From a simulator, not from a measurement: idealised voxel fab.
Process module under the name voxel gate over fins
155 nm wide, 5 nm square cells: that's cross-section cut.
Format of a cross-section: grid, square cells. Given as bands. Order: top down. Band: one or more rows of cells. Top, bottom (nm), then materials left to right with widths (nm); lone material tagged "full width" fills the whole band edge to edge; "blank" = empty space. Zero point of the height axis is 0; under it, received wafer = one material. Lowest band: continues down indefinitely, "0 -> down". A width such as "30..40" changes by the same amount from each row of cells to the next, from the band's top row to its bottom row. You'll sometimes find "nothing was modified" written for a step, and that's the way of saying that nowhere in the cross-section did a cell change during that step. "Closed void roster" lists enclosed empty spaces (at least 8 cells, no open path upward to the top), each as width x height at distance from the left edge, in nm. On each step's line, the part that comes after the settings is the simulator's own comment on the step. overlay nm: where the mask lay relative to plan, measured to the right, on steps with a mask; negatives go left. Pairs from here to the end. Each: cross-section before one process step, cross-section after it, the latter only as far down as the lowest band that changed. Under each: the step between, and its settings. Mind that the pairs may be taken from different runs of this module on the same starting wafer; whether a pair continues from the pair above depends on its entry headed "Pre-step condition", and it does only where that entry says so.

### Pre-step condition
0 -> down  Si full width
Closed void roster: none

### Post-Process View
10 -> 0  SiN full width
Below 0 it's all the same as before, nothing changed down there.
Closed void roster: none
For reference, the processing step occurring between the two cross-sections presented above is as follows: op CONFORMAL_DEP | material SiN | thk nm 10

Pre-step condition: unchanged from the after cross-section in the pair immediately above; refer to that figure.

### Post-Process View
25 -> 10  aC full width
Below 10 it's all the same as before, nothing changed down there.
Closed void roster: none
For reference, the processing step occurring between the two cross-sections presented above is as follows: op DIRECTIONAL_DEP | material aC | thk nm 15

Pre-step condition: unchanged from the after cross-section in the pair immediately above; refer to that figure.

### Post-Process View
60 -> 25  blank 20 nm; resist 15 nm; blank 35 nm; resist 15 nm; blank 35 nm; resist 15 nm; blank 20 nm
Below 25 it's all the same as before, nothing changed down there.
Closed void roster: none
For reference, the processing step occurring between the two cross-sections presented above is as follows: op PATTERN | tone cover | mask id FINS | material resist | width nm 15 | pitch nm 50 | thk nm 35 | overlay nm 0

Pre-step condition: unchanged from the after cross-section in the pair immediately above; refer to that figure.

### Post-Process View
45 -> 25  blank 20 nm; resist 15 nm; blank 35 nm; resist 15 nm; blank 35 nm; resist 15 nm; blank 20 nm
25 -> 10  blank 20 nm; aC 15 nm; blank 35 nm; aC 15 nm; blank 35 nm; aC 15 nm; blank 20 nm
Below 10 it's all the same as before, nothing changed down there.
Closed void roster: none
For reference, the processing step occurring between the two cross-sections presented above is as follows: op DIRECTIONAL_ETCH | etch materials aC | depth nm 15

Pre-step condition: unchanged from the after cross-section in the pair immediately above; refer to that figure.

### Post-Process View
25 -> 10  blank 20 nm; aC 15 nm; blank 35 nm; aC 15 nm; blank 35 nm; aC 15 nm; blank 20 nm
Below 10 it's all the same as before, nothing changed down there.
Closed void roster: none
For reference, the processing step occurring between the two cross-sections presented above is as follows: op STRIP | etch materials resist

Pre-step condition: unchanged from the after cross-section in the pair immediately above; refer to that figure.

### Post-Process View
25 -> 10  blank 20 nm; aC 15 nm; blank 35 nm; aC 15 nm; blank 35 nm; aC 15 nm; blank 20 nm
10 -> 0  blank 20 nm; SiN 15 nm; blank 35 nm; SiN 15 nm; blank 35 nm; SiN 15 nm; blank 20 nm
Below 0 it's all the same as before, nothing changed down there.
Closed void roster: none
For reference, the processing step occurring between the two cross-sections presented above is as follows: op DIRECTIONAL_ETCH | etch materials SiN | depth nm 10

Pre-step condition: unchanged from the after cross-section in the pair immediately above; refer to that figure.

### Post-Process View
25 -> 10  blank 20 nm; aC 15 nm; blank 35 nm; aC 15 nm; blank 35 nm; aC 15 nm; blank 20 nm
10 -> 0  blank 20 nm; SiN 15 nm; blank 35 nm; SiN 15 nm; blank 35 nm; SiN 15 nm; blank 20 nm
0 -> -35  blank 20 nm; Si 15 nm; blank 35 nm; Si 15 nm; blank 35 nm; Si 15 nm; blank 20 nm
Below -35 it's all the same as before, nothing changed down there.
Closed void roster: none
For reference, the processing step occurring between the two cross-sections presented above is as follows: op DIRECTIONAL_ETCH | etch materials Si | depth nm 35

Pre-step condition: unchanged from the after cross-section in the pair immediately above; refer to that figure.

### Post-Process View
10 -> 0  blank 20 nm; SiN 15 nm; blank 35 nm; SiN 15 nm; blank 35 nm; SiN 15 nm; blank 20 nm
Below 0 it's all the same as before, nothing changed down there.
Closed void roster: none
For reference, the processing step occurring between the two cross-sections presented above is as follows: op STRIP | etch materials aC

Pre-step condition: unchanged from the after cross-section in the pair immediately above; refer to that figure.

### Post-Process View
15 -> 10  SiO2 full width
10 -> 0  SiO2 20 nm; SiN 15 nm; SiO2 35 nm; SiN 15 nm; SiO2 35 nm; SiN 15 nm; SiO2 20 nm
0 -> -35  SiO2 20 nm; Si 15 nm; SiO2 35 nm; Si 15 nm; SiO2 35 nm; Si 15 nm; SiO2 20 nm
Below -35 it's all the same as before, nothing changed down there.
Closed void roster: none
For reference, the processing step occurring between the two cross-sections presented above is as follows: op FILL_DEP | material SiO2 | thk nm 5

Pre-step condition: unchanged from the after cross-section in the pair immediately above; refer to that figure.

### Post-Process View
10 -> 0  SiO2 20 nm; SiN 15 nm; SiO2 35 nm; SiN 15 nm; SiO2 35 nm; SiN 15 nm; SiO2 20 nm
Below 0 it's all the same as before, nothing changed down there.
Closed void roster: none
For reference, the processing step occurring between the two cross-sections presented above is as follows: op CMP | height nm 10

Pre-step condition: unchanged from the after cross-section in the pair immediately above; refer to that figure.

### Post-Process View
20 -> 10  aC full width
Below 10 it's all the same as before, nothing changed down there.
Closed void roster: none
For reference, the processing step occurring between the two cross-sections presented above is as follows: op DIRECTIONAL_DEP | material aC | thk nm 10

Pre-step condition: unchanged from the after cross-section in the pair immediately above; refer to that figure.

### Post-Process View
50 -> 20  resist 45 nm; blank 15 nm; resist 95 nm
Below 20 it's all the same as before, nothing changed down there.
Closed void roster: none
For reference, the processing step occurring between the two cross-sections presented above is as follows: op PATTERN | tone open | mask id RAIL | material resist | width nm 15 | thk nm 30 | overlay nm 0

Pre-step condition: unchanged from the after cross-section in the pair immediately above; refer to that figure.

### Post-Process View
40 -> 20  resist 45 nm; blank 15 nm; resist 95 nm
20 -> 10  aC 45 nm; blank 15 nm; aC 95 nm
Below 10 it's all the same as before, nothing changed down there.
Closed void roster: none
For reference, the processing step occurring between the two cross-sections presented above is as follows: op DIRECTIONAL_ETCH | etch materials aC | depth nm 10

Pre-step condition: unchanged from the after cross-section in the pair immediately above; refer to that figure.

### Post-Process View
20 -> 10  aC 45 nm; blank 15 nm; aC 95 nm
Below 10 it's all the same as before, nothing changed down there.
Closed void roster: none
For reference, the processing step occurring between the two cross-sections presented above is as follows: op STRIP | etch materials resist

Pre-step condition: unchanged from the after cross-section in the pair immediately above; refer to that figure.

### Post-Process View
20 -> 10  aC 45 nm; blank 15 nm; aC 95 nm
10 -> 0  SiO2 20 nm; SiN 15 nm; SiO2 10 nm; blank 15 nm; SiO2 10 nm; SiN 15 nm; SiO2 35 nm; SiN 15 nm; SiO2 20 nm
0 -> -30  SiO2 20 nm; Si 15 nm; SiO2 10 nm; blank 15 nm; SiO2 10 nm; Si 15 nm; SiO2 35 nm; Si 15 nm; SiO2 20 nm
Below -30 it's all the same as before, nothing changed down there.
Closed void roster: none
For reference, the processing step occurring between the two cross-sections presented above is as follows: op DIRECTIONAL_ETCH | etch materials SiO2 | depth nm 40

Pre-step condition: unchanged from the after cross-section in the pair immediately above; refer to that figure.

### Post-Process View
10 -> 0  SiO2 20 nm; SiN 15 nm; SiO2 10 nm; blank 15 nm; SiO2 10 nm; SiN 15 nm; SiO2 35 nm; SiN 15 nm; SiO2 20 nm
Below 0 it's all the same as before, nothing changed down there.
Closed void roster: none
For reference, the processing step occurring between the two cross-sections presented above is as follows: op STRIP | etch materials aC

Pre-step condition: unchanged from the after cross-section in the pair immediately above; refer to that figure.

### Post-Process View
15 -> 10  TiN 50 nm; blank 5 nm; TiN 100 nm
10 -> 0  SiO2 20 nm; SiN 15 nm; SiO2 10 nm; TiN 5 nm; blank 5 nm; TiN 5 nm; SiO2 10 nm; SiN 15 nm; SiO2 35 nm; SiN 15 nm; SiO2 20 nm
0 -> -25  SiO2 20 nm; Si 15 nm; SiO2 10 nm; TiN 5 nm; blank 5 nm; TiN 5 nm; SiO2 10 nm; Si 15 nm; SiO2 35 nm; Si 15 nm; SiO2 20 nm
-25 -> -30  SiO2 20 nm; Si 15 nm; SiO2 10 nm; TiN 15 nm; SiO2 10 nm; Si 15 nm; SiO2 35 nm; Si 15 nm; SiO2 20 nm
Below -30 it's all the same as before, nothing changed down there.
Closed void roster: none
For reference, the processing step occurring between the two cross-sections presented above is as follows: op CONFORMAL_DEP | material TiN | thk nm 5

Pre-step condition: unchanged from the after cross-section in the pair immediately above; refer to that figure.

### Post-Process View
20 -> 15  W full width
15 -> 10  TiN 50 nm; W 5 nm; TiN 100 nm
10 -> 0  SiO2 20 nm; SiN 15 nm; SiO2 10 nm; TiN 5 nm; W 5 nm; TiN 5 nm; SiO2 10 nm; SiN 15 nm; SiO2 35 nm; SiN 15 nm; SiO2 20 nm
0 -> -25  SiO2 20 nm; Si 15 nm; SiO2 10 nm; TiN 5 nm; W 5 nm; TiN 5 nm; SiO2 10 nm; Si 15 nm; SiO2 35 nm; Si 15 nm; SiO2 20 nm
Below -25 it's all the same as before, nothing changed down there.
Closed void roster: none
For reference, the processing step occurring between the two cross-sections presented above is as follows: op FILL_DEP | material W | thk nm 5

Pre-step condition: unchanged from the after cross-section in the pair immediately above; refer to that figure.

### Post-Process View
10 -> 0  SiO2 20 nm; SiN 15 nm; SiO2 10 nm; TiN 5 nm; W 5 nm; TiN 5 nm; SiO2 10 nm; SiN 15 nm; SiO2 35 nm; SiN 15 nm; SiO2 20 nm
Below 0 it's all the same as before, nothing changed down there.
Closed void roster: none
For reference, the processing step occurring between the two cross-sections presented above is as follows: op CMP | height nm 10

Pre-step condition: unchanged from the after cross-section in the pair immediately above; refer to that figure.

### Post-Process View
10 -> 0  SiO2 20 nm; SiN 15 nm; SiO2 10 nm; blank 15 nm; SiO2 10 nm; SiN 15 nm; SiO2 35 nm; SiN 15 nm; SiO2 20 nm
0 -> -15  SiO2 20 nm; Si 15 nm; SiO2 10 nm; blank 15 nm; SiO2 10 nm; Si 15 nm; SiO2 35 nm; Si 15 nm; SiO2 20 nm
Below -15 it's all the same as before, nothing changed down there.
Closed void roster: none
For reference, the processing step occurring between the two cross-sections presented above is as follows: op SELECTIVE_ETCH | etch materials W Ru TiN | depth nm 25

Pre-step condition: unchanged from the after cross-section in the pair immediately above; refer to that figure.

### Post-Process View
15 -> 10  SiO2 full width
10 -> 0  SiO2 20 nm; SiN 15 nm; SiO2 35 nm; SiN 15 nm; SiO2 35 nm; SiN 15 nm; SiO2 20 nm
0 -> -15  SiO2 20 nm; Si 15 nm; SiO2 35 nm; Si 15 nm; SiO2 35 nm; Si 15 nm; SiO2 20 nm
Below -15 it's all the same as before, nothing changed down there.
Closed void roster: none
For reference, the processing step occurring between the two cross-sections presented above is as follows: op FILL_DEP | material SiO2 | thk nm 5

Pre-step condition: unchanged from the after cross-section in the pair immediately above; refer to that figure.

### Post-Process View
10 -> 0  SiO2 20 nm; SiN 15 nm; SiO2 35 nm; SiN 15 nm; SiO2 35 nm; SiN 15 nm; SiO2 20 nm
Below 0 it's all the same as before, nothing changed down there.
Closed void roster: none
For reference, the processing step occurring between the two cross-sections presented above is as follows: op CMP | height nm 10

Pre-step condition: unchanged from the after cross-section in the pair immediately above; refer to that figure.

### Post-Process View
10 -> 0  blank 20 nm; SiN 15 nm; blank 35 nm; SiN 15 nm; blank 35 nm; SiN 15 nm; blank 20 nm
0 -> -10  blank 20 nm; Si 15 nm; blank 35 nm; Si 15 nm; blank 35 nm; Si 15 nm; blank 20 nm
Below -10 it's all the same as before, nothing changed down there.
Closed void roster: none
For reference, the processing step occurring between the two cross-sections presented above is as follows: op SELECTIVE_ETCH | etch materials SiO2 | depth nm 20

Pre-step condition: unchanged from the after cross-section in the pair immediately above; refer to that figure.

### Post-Process View
0 -> -10  blank 20 nm; Si 15 nm; blank 35 nm; Si 15 nm; blank 35 nm; Si 15 nm; blank 20 nm
Below -10 it's all the same as before, nothing changed down there.
Closed void roster: none
For reference, the processing step occurring between the two cross-sections presented above is as follows: op STRIP | etch materials SiN

Pre-step condition: unchanged from the after cross-section in the pair immediately above; refer to that figure.

### Post-Process View
5 -> 0  blank 15 nm; HfO2 25 nm; blank 25 nm; HfO2 25 nm; blank 25 nm; HfO2 25 nm; blank 15 nm
0 -> -5  blank 15 nm; HfO2 5 nm; Si 15 nm; HfO2 5 nm; blank 25 nm; HfO2 5 nm; Si 15 nm; HfO2 5 nm; blank 25 nm; HfO2 5 nm; Si 15 nm; HfO2 5 nm; blank 15 nm
-5 -> -10  HfO2 20 nm; Si 15 nm; HfO2 35 nm; Si 15 nm; HfO2 35 nm; Si 15 nm; HfO2 20 nm
Below -10 it's all the same as before, nothing changed down there.
Closed void roster: none
For reference, the processing step occurring between the two cross-sections presented above is as follows: op CONFORMAL_DEP | material HfO2 | thk nm 5

Pre-step condition: unchanged from the after cross-section in the pair immediately above; refer to that figure.

### Post-Process View
10 -> 5  blank 10 nm; TiN 35 nm; blank 15 nm; TiN 35 nm; blank 15 nm; TiN 35 nm; blank 10 nm
5 -> 0  blank 10 nm; TiN 5 nm; HfO2 25 nm; TiN 5 nm; blank 15 nm; TiN 5 nm; HfO2 25 nm; TiN 5 nm; blank 15 nm; TiN 5 nm; HfO2 25 nm; TiN 5 nm; blank 10 nm
0 -> -5  TiN 15 nm; HfO2 5 nm; Si 15 nm; HfO2 5 nm; TiN 25 nm; HfO2 5 nm; Si 15 nm; HfO2 5 nm; TiN 25 nm; HfO2 5 nm; Si 15 nm; HfO2 5 nm; TiN 15 nm
Below -5 it's all the same as before, nothing changed down there.
Closed void roster: none
For reference, the processing step occurring between the two cross-sections presented above is as follows: op CONFORMAL_DEP | material TiN | thk nm 5

Pre-step condition: unchanged from the after cross-section in the pair immediately above; refer to that figure.

### Post-Process View
25 -> 10  W full width
10 -> 5  W 10 nm; TiN 35 nm; W 15 nm; TiN 35 nm; W 15 nm; TiN 35 nm; W 10 nm
5 -> 0  W 10 nm; TiN 5 nm; HfO2 25 nm; TiN 5 nm; W 15 nm; TiN 5 nm; HfO2 25 nm; TiN 5 nm; W 15 nm; TiN 5 nm; HfO2 25 nm; TiN 5 nm; W 10 nm
Below 0 it's all the same as before, nothing changed down there.
Closed void roster: none
For reference, the processing step occurring between the two cross-sections presented above is as follows: op FILL_DEP | material W | thk nm 15

Pre-step condition: unchanged from the after cross-section in the pair immediately above; refer to that figure.

### Post-Process View
20 -> 10  W full width
Below 10 it's all the same as before, nothing changed down there.
Closed void roster: none
For reference, the processing step occurring between the two cross-sections presented above is as follows: op CMP | height nm 20

Pre-step condition: unchanged from the after cross-section in the pair immediately above; refer to that figure.

### Post-Process View
30 -> 20  SiN full width
Below 20 it's all the same as before, nothing changed down there.
Closed void roster: none
For reference, the processing step occurring between the two cross-sections presented above is as follows: op CONFORMAL_DEP | material SiN | thk nm 10

### Pre-step condition
0 -> -10  blank 20 nm; Si 15 nm; blank 35 nm; Si 15 nm; blank 35 nm; Si 15 nm; blank 20 nm
-10 -> -15  SiO2 20 nm; Si 15 nm; SiO2 35 nm; Si 15 nm; SiO2 35 nm; Si 15 nm; SiO2 20 nm
-15 -> -25  SiO2 20 nm; Si 15 nm; SiO2 10 nm; TiN 5 nm; W 5 nm; TiN 5 nm; SiO2 10 nm; Si 15 nm; SiO2 35 nm; Si 15 nm; SiO2 20 nm
-25 -> -30  SiO2 20 nm; Si 15 nm; SiO2 10 nm; TiN 15 nm; SiO2 10 nm; Si 15 nm; SiO2 35 nm; Si 15 nm; SiO2 20 nm
-30 -> -35  SiO2 20 nm; Si 15 nm; SiO2 35 nm; Si 15 nm; SiO2 35 nm; Si 15 nm; SiO2 20 nm
-35 -> down  Si full width
Closed void roster: none

### Post-Process View
5 -> 0  blank 15 nm; TiN 25 nm; blank 25 nm; TiN 25 nm; blank 25 nm; TiN 25 nm; blank 15 nm
0 -> -5  blank 15 nm; TiN 5 nm; Si 15 nm; TiN 5 nm; blank 25 nm; TiN 5 nm; Si 15 nm; TiN 5 nm; blank 25 nm; TiN 5 nm; Si 15 nm; TiN 5 nm; blank 15 nm
-5 -> -10  TiN 20 nm; Si 15 nm; TiN 35 nm; Si 15 nm; TiN 35 nm; Si 15 nm; TiN 20 nm
Below -10 it's all the same as before, nothing changed down there.
Closed void roster: none
For reference, the processing step occurring between the two cross-sections presented above is as follows: op CONFORMAL_DEP | material TiN | thk nm 5

Pre-step condition: unchanged from the after cross-section in the pair immediately above; refer to that figure.

### Post-Process View
20 -> 5  W full width
5 -> 0  W 15 nm; TiN 25 nm; W 25 nm; TiN 25 nm; W 25 nm; TiN 25 nm; W 15 nm
0 -> -5  W 15 nm; TiN 5 nm; Si 15 nm; TiN 5 nm; W 25 nm; TiN 5 nm; Si 15 nm; TiN 5 nm; W 25 nm; TiN 5 nm; Si 15 nm; TiN 5 nm; W 15 nm
Below -5 it's all the same as before, nothing changed down there.
Closed void roster: none
For reference, the processing step occurring between the two cross-sections presented above is as follows: op FILL_DEP | material W | thk nm 15

Pre-step condition: unchanged from the after cross-section in the pair immediately above; refer to that figure.

### Post-Process View
30 -> 20  SiN full width
Below 20 it's all the same as before, nothing changed down there.
Closed void roster: none
For reference, the processing step occurring between the two cross-sections presented above is as follows: op CONFORMAL_DEP | material SiN | thk nm 10

### Pre-step condition
10 -> 0  blank 20 nm; SiN 15 nm; blank 35 nm; SiN 15 nm; blank 35 nm; SiN 15 nm; blank 20 nm
0 -> -10  blank 20 nm; Si 15 nm; blank 35 nm; Si 15 nm; blank 35 nm; Si 15 nm; blank 20 nm
-10 -> -15  SiO2 20 nm; Si 15 nm; SiO2 35 nm; Si 15 nm; SiO2 35 nm; Si 15 nm; SiO2 20 nm
-15 -> -25  SiO2 20 nm; Si 15 nm; SiO2 10 nm; TiN 5 nm; W 5 nm; TiN 5 nm; SiO2 10 nm; Si 15 nm; SiO2 35 nm; Si 15 nm; SiO2 20 nm
-25 -> -30  SiO2 20 nm; Si 15 nm; SiO2 10 nm; TiN 15 nm; SiO2 10 nm; Si 15 nm; SiO2 35 nm; Si 15 nm; SiO2 20 nm
-30 -> -35  SiO2 20 nm; Si 15 nm; SiO2 35 nm; Si 15 nm; SiO2 35 nm; Si 15 nm; SiO2 20 nm
-35 -> down  Si full width
Closed void roster: none

### Post-Process View
10 -> 0  blank 20 nm; SiN 15 nm; blank 35 nm; SiN 15 nm; blank 35 nm; SiN 15 nm; blank 20 nm
0 -> -15  blank 20 nm; Si 15 nm; blank 35 nm; Si 15 nm; blank 35 nm; Si 15 nm; blank 20 nm
-15 -> -25  blank 20 nm; Si 15 nm; blank 10 nm; TiN 5 nm; W 5 nm; TiN 5 nm; blank 10 nm; Si 15 nm; blank 35 nm; Si 15 nm; blank 20 nm
-25 -> -30  blank 20 nm; Si 15 nm; blank 10 nm; TiN 15 nm; blank 10 nm; Si 15 nm; blank 35 nm; Si 15 nm; blank 20 nm
Below -30 it's all the same as before, nothing changed down there.
Closed void roster: none
For reference, the processing step occurring between the two cross-sections presented above is as follows: op SELECTIVE_ETCH | etch materials SiO2 | depth nm 20

Pre-step condition: unchanged from the after cross-section in the pair immediately above; refer to that figure.

### Post-Process View
0 -> -15  blank 20 nm; Si 15 nm; blank 35 nm; Si 15 nm; blank 35 nm; Si 15 nm; blank 20 nm
Below -15 it's all the same as before, nothing changed down there.
Closed void roster: none
For reference, the processing step occurring between the two cross-sections presented above is as follows: op STRIP | etch materials SiN

Pre-step condition: unchanged from the after cross-section in the pair immediately above; refer to that figure.

### Post-Process View
5 -> 0  blank 15 nm; HfO2 25 nm; blank 25 nm; HfO2 25 nm; blank 25 nm; HfO2 25 nm; blank 15 nm
0 -> -10  blank 15 nm; HfO2 5 nm; Si 15 nm; HfO2 5 nm; blank 25 nm; HfO2 5 nm; Si 15 nm; HfO2 5 nm; blank 25 nm; HfO2 5 nm; Si 15 nm; HfO2 5 nm; blank 15 nm
-10 -> -15  blank 15 nm; HfO2 5 nm; Si 15 nm; HfO2 35 nm; Si 15 nm; HfO2 5 nm; blank 25 nm; HfO2 5 nm; Si 15 nm; HfO2 5 nm; blank 15 nm
-15 -> -25  blank 15 nm; HfO2 5 nm; Si 15 nm; HfO2 10 nm; TiN 5 nm; W 5 nm; TiN 5 nm; HfO2 10 nm; Si 15 nm; HfO2 5 nm; blank 25 nm; HfO2 5 nm; Si 15 nm; HfO2 5 nm; blank 15 nm
-25 -> -30  HfO2 20 nm; Si 15 nm; HfO2 10 nm; TiN 15 nm; HfO2 10 nm; Si 15 nm; HfO2 35 nm; Si 15 nm; HfO2 20 nm
Below -30 it's all the same as before, nothing changed down there.
Closed void roster: none
For reference, the processing step occurring between the two cross-sections presented above is as follows: op CONFORMAL_DEP | material HfO2 | thk nm 5

Pre-step condition: unchanged from the after cross-section in the pair immediately above; refer to that figure.

### Post-Process View
10 -> 5  blank 10 nm; TiN 35 nm; blank 15 nm; TiN 35 nm; blank 15 nm; TiN 35 nm; blank 10 nm
5 -> 0  blank 10 nm; TiN 5 nm; HfO2 25 nm; TiN 5 nm; blank 15 nm; TiN 5 nm; HfO2 25 nm; TiN 5 nm; blank 15 nm; TiN 5 nm; HfO2 25 nm; TiN 5 nm; blank 10 nm
0 -> -5  blank 10 nm; TiN 5 nm; HfO2 5 nm; Si 15 nm; HfO2 5 nm; TiN 5 nm; blank 15 nm; TiN 5 nm; HfO2 5 nm; Si 15 nm; HfO2 5 nm; TiN 5 nm; blank 15 nm; TiN 5 nm; HfO2 5 nm; Si 15 nm; HfO2 5 nm; TiN 5 nm; blank 10 nm
-5 -> -10  blank 10 nm; TiN 5 nm; HfO2 5 nm; Si 15 nm; HfO2 5 nm; TiN 25 nm; HfO2 5 nm; Si 15 nm; HfO2 5 nm; TiN 5 nm; blank 15 nm; TiN 5 nm; HfO2 5 nm; Si 15 nm; HfO2 5 nm; TiN 5 nm; blank 10 nm
-10 -> -15  blank 10 nm; TiN 5 nm; HfO2 5 nm; Si 15 nm; HfO2 35 nm; Si 15 nm; HfO2 5 nm; TiN 5 nm; blank 15 nm; TiN 5 nm; HfO2 5 nm; Si 15 nm; HfO2 5 nm; TiN 5 nm; blank 10 nm
-15 -> -20  blank 10 nm; TiN 5 nm; HfO2 5 nm; Si 15 nm; HfO2 10 nm; TiN 5 nm; W 5 nm; TiN 5 nm; HfO2 10 nm; Si 15 nm; HfO2 5 nm; TiN 5 nm; blank 15 nm; TiN 5 nm; HfO2 5 nm; Si 15 nm; HfO2 5 nm; TiN 5 nm; blank 10 nm
-20 -> -25  TiN 15 nm; HfO2 5 nm; Si 15 nm; HfO2 10 nm; TiN 5 nm; W 5 nm; TiN 5 nm; HfO2 10 nm; Si 15 nm; HfO2 5 nm; TiN 25 nm; HfO2 5 nm; Si 15 nm; HfO2 5 nm; TiN 15 nm
Below -25 it's all the same as before, nothing changed down there.
Closed void roster: none
For reference, the processing step occurring between the two cross-sections presented above is as follows: op CONFORMAL_DEP | material TiN | thk nm 5

Pre-step condition: unchanged from the after cross-section in the pair immediately above; refer to that figure.

### Post-Process View
25 -> 10  W full width
10 -> 5  W 10 nm; TiN 35 nm; W 15 nm; TiN 35 nm; W 15 nm; TiN 35 nm; W 10 nm
5 -> 0  W 10 nm; TiN 5 nm; HfO2 25 nm; TiN 5 nm; W 15 nm; TiN 5 nm; HfO2 25 nm; TiN 5 nm; W 15 nm; TiN 5 nm; HfO2 25 nm; TiN 5 nm; W 10 nm
0 -> -5  W 10 nm; TiN 5 nm; HfO2 5 nm; Si 15 nm; HfO2 5 nm; TiN 5 nm; W 15 nm; TiN 5 nm; HfO2 5 nm; Si 15 nm; HfO2 5 nm; TiN 5 nm; W 15 nm; TiN 5 nm; HfO2 5 nm; Si 15 nm; HfO2 5 nm; TiN 5 nm; W 10 nm
-5 -> -10  W 10 nm; TiN 5 nm; HfO2 5 nm; Si 15 nm; HfO2 5 nm; TiN 25 nm; HfO2 5 nm; Si 15 nm; HfO2 5 nm; TiN 5 nm; W 15 nm; TiN 5 nm; HfO2 5 nm; Si 15 nm; HfO2 5 nm; TiN 5 nm; W 10 nm
-10 -> -15  W 10 nm; TiN 5 nm; HfO2 5 nm; Si 15 nm; HfO2 35 nm; Si 15 nm; HfO2 5 nm; TiN 5 nm; W 15 nm; TiN 5 nm; HfO2 5 nm; Si 15 nm; HfO2 5 nm; TiN 5 nm; W 10 nm
-15 -> -20  W 10 nm; TiN 5 nm; HfO2 5 nm; Si 15 nm; HfO2 10 nm; TiN 5 nm; W 5 nm; TiN 5 nm; HfO2 10 nm; Si 15 nm; HfO2 5 nm; TiN 5 nm; W 15 nm; TiN 5 nm; HfO2 5 nm; Si 15 nm; HfO2 5 nm; TiN 5 nm; W 10 nm
Below -20 it's all the same as before, nothing changed down there.
Closed void roster: none
For reference, the processing step occurring between the two cross-sections presented above is as follows: op FILL_DEP | material W | thk nm 15

Pre-step condition: unchanged from the after cross-section in the pair immediately above; refer to that figure.

### Post-Process View
20 -> 10  W full width
Below 10 it's all the same as before, nothing changed down there.
Closed void roster: none
For reference, the processing step occurring between the two cross-sections presented above is as follows: op CMP | height nm 20

Pre-step condition: unchanged from the after cross-section in the pair immediately above; refer to that figure.

### Post-Process View
30 -> 20  SiN full width
Below 20 it's all the same as before, nothing changed down there.
Closed void roster: none
For reference, the processing step occurring between the two cross-sections presented above is as follows: op CONFORMAL_DEP | material SiN | thk nm 10

### Pre-step condition
5 -> 0  blank 15 nm; TiN 25 nm; blank 25 nm; TiN 25 nm; blank 25 nm; TiN 25 nm; blank 15 nm
0 -> -5  blank 15 nm; TiN 5 nm; Si 15 nm; TiN 5 nm; blank 25 nm; TiN 5 nm; Si 15 nm; TiN 5 nm; blank 25 nm; TiN 5 nm; Si 15 nm; TiN 5 nm; blank 15 nm
-5 -> -10  TiN 20 nm; Si 15 nm; TiN 35 nm; Si 15 nm; TiN 35 nm; Si 15 nm; TiN 20 nm
-10 -> -15  SiO2 20 nm; Si 15 nm; SiO2 35 nm; Si 15 nm; SiO2 35 nm; Si 15 nm; SiO2 20 nm
-15 -> -25  SiO2 20 nm; Si 15 nm; SiO2 10 nm; TiN 5 nm; W 5 nm; TiN 5 nm; SiO2 10 nm; Si 15 nm; SiO2 35 nm; Si 15 nm; SiO2 20 nm
-25 -> -30  SiO2 20 nm; Si 15 nm; SiO2 10 nm; TiN 15 nm; SiO2 10 nm; Si 15 nm; SiO2 35 nm; Si 15 nm; SiO2 20 nm
-30 -> -35  SiO2 20 nm; Si 15 nm; SiO2 35 nm; Si 15 nm; SiO2 35 nm; Si 15 nm; SiO2 20 nm
-35 -> down  Si full width
Closed void roster: none

### Post-Process View
10 -> 5  blank 10 nm; HfO2 35 nm; blank 15 nm; HfO2 35 nm; blank 15 nm; HfO2 35 nm; blank 10 nm
5 -> 0  blank 10 nm; HfO2 5 nm; TiN 25 nm; HfO2 5 nm; blank 15 nm; HfO2 5 nm; TiN 25 nm; HfO2 5 nm; blank 15 nm; HfO2 5 nm; TiN 25 nm; HfO2 5 nm; blank 10 nm
0 -> -5  HfO2 15 nm; TiN 5 nm; Si 15 nm; TiN 5 nm; HfO2 25 nm; TiN 5 nm; Si 15 nm; TiN 5 nm; HfO2 25 nm; TiN 5 nm; Si 15 nm; TiN 5 nm; HfO2 15 nm
Below -5 it's all the same as before, nothing changed down there.
Closed void roster: none
For reference, the processing step occurring between the two cross-sections presented above is as follows: op CONFORMAL_DEP | material HfO2 | thk nm 5

Pre-step condition: unchanged from the after cross-section in the pair immediately above; refer to that figure.

### Post-Process View
25 -> 10  W full width
10 -> 5  W 10 nm; HfO2 35 nm; W 15 nm; HfO2 35 nm; W 15 nm; HfO2 35 nm; W 10 nm
5 -> 0  W 10 nm; HfO2 5 nm; TiN 25 nm; HfO2 5 nm; W 15 nm; HfO2 5 nm; TiN 25 nm; HfO2 5 nm; W 15 nm; HfO2 5 nm; TiN 25 nm; HfO2 5 nm; W 10 nm
Below 0 it's all the same as before, nothing changed down there.
Closed void roster: none
For reference, the processing step occurring between the two cross-sections presented above is as follows: op FILL_DEP | material W | thk nm 15

Pre-step condition: unchanged from the after cross-section in the pair immediately above; refer to that figure.

### Post-Process View
20 -> 10  W full width
Below 10 it's all the same as before, nothing changed down there.
Closed void roster: none
For reference, the processing step occurring between the two cross-sections presented above is as follows: op CMP | height nm 20

Pre-step condition: unchanged from the after cross-section in the pair immediately above; refer to that figure.

### Post-Process View
30 -> 20  SiN full width
Below 20 it's all the same as before, nothing changed down there.
Closed void roster: none
For reference, the processing step occurring between the two cross-sections presented above is as follows: op CONFORMAL_DEP | material SiN | thk nm 10

### Pre-step condition
25 -> 10  blank 20 nm; aC 15 nm; blank 35 nm; aC 15 nm; blank 35 nm; aC 15 nm; blank 20 nm
10 -> 0  blank 20 nm; SiN 15 nm; blank 35 nm; SiN 15 nm; blank 35 nm; SiN 15 nm; blank 20 nm
0 -> down  Si full width
Closed void roster: none

### Post-Process View
25 -> 10  blank 20 nm; aC 15 nm; blank 35 nm; aC 15 nm; blank 35 nm; aC 15 nm; blank 20 nm
10 -> 0  blank 20 nm; SiN 15 nm; blank 35 nm; SiN 15 nm; blank 35 nm; SiN 15 nm; blank 20 nm
0 -> -25  blank 20 nm; Si 15 nm; blank 35 nm; Si 15 nm; blank 35 nm; Si 15 nm; blank 20 nm
Below -25 it's all the same as before, nothing changed down there.
Closed void roster: none
For reference, the processing step occurring between the two cross-sections presented above is as follows: op DIRECTIONAL_ETCH | etch materials Si | depth nm 25

Pre-step condition: unchanged from the after cross-section in the pair immediately above; refer to that figure.

### Post-Process View
10 -> 0  blank 20 nm; SiN 15 nm; blank 35 nm; SiN 15 nm; blank 35 nm; SiN 15 nm; blank 20 nm
Below 0 it's all the same as before, nothing changed down there.
Closed void roster: none
For reference, the processing step occurring between the two cross-sections presented above is as follows: op STRIP | etch materials aC
